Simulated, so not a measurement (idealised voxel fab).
process module | voxel fin reveal
cross-section cut | 230 nm wide | cells 5 nm
A cross-section is a grid of square cells, given in bands from the top down. A band is one or more rows of cells.
Each band's line starts with the height of the band's top and of its bottom, in nm. Then come its materials from left to right, each with its width in nm. One material with "throughout" fills the band from edge to edge. "air" is empty space.
Height 0 is the level under which the wafer as received is all one material. The lowest band goes on downwards, as in "0 down".
A width such as "30 to 40" changes by the same amount from each row of cells to the next, from the band's top row to its bottom row.
"no change" after a step means that no cell of the cross-section changed.
closed voids: empty space of 8 cells or more with no open way to the top, each as width x height at its distance from the left edge, in nm
after a step's settings: what the simulator itself notes on the step
overlay nm, on a step with a mask: how far to the right of its planned place the mask lay; to the left if negative
plan
1 op RECEIVE | material Si
2 op CONFORMAL_DEP | material SiN | thk nm 10
3 op PATTERN | tone cover | mask id FINS | material resist | width nm 15 | pitch nm 35 | thk nm 20 | overlay nm 0
4 op DIRECTIONAL_ETCH | etch materials SiN | depth nm 10
5 op DIRECTIONAL_ETCH | etch materials Si | depth nm 40
6 op STRIP | etch materials resist
7 op OXIDIZE | depth nm 5
8 op FILL_DEP | material SiO2 | thk nm 15
9 op CMP | height nm 10
10 op SELECTIVE_ETCH | etch materials SiO2 | depth nm 20
11 op STRIP | etch materials SiN
12 op CONFORMAL_DEP | material SiO2 | thk nm 5
as received, after step 1
  0 down: Si throughout
  closed voids: none
a wafer at the end: this start, this plan, one mistake
  5 to 0: air 90 | SiO2 15 | air 20 | SiO2 15 | air 90
  0 to -25: air 90 | SiO2 5 | Si 5 | SiO2 5 | air 20 | SiO2 5 | Si 5 | SiO2 5 | air 90
  -25 to -45: SiO2 95 | Si 5 | SiO2 30 | Si 5 | SiO2 95
  -45 down: Si throughout
  closed voids: none
what went wrong: step 10 was run twice
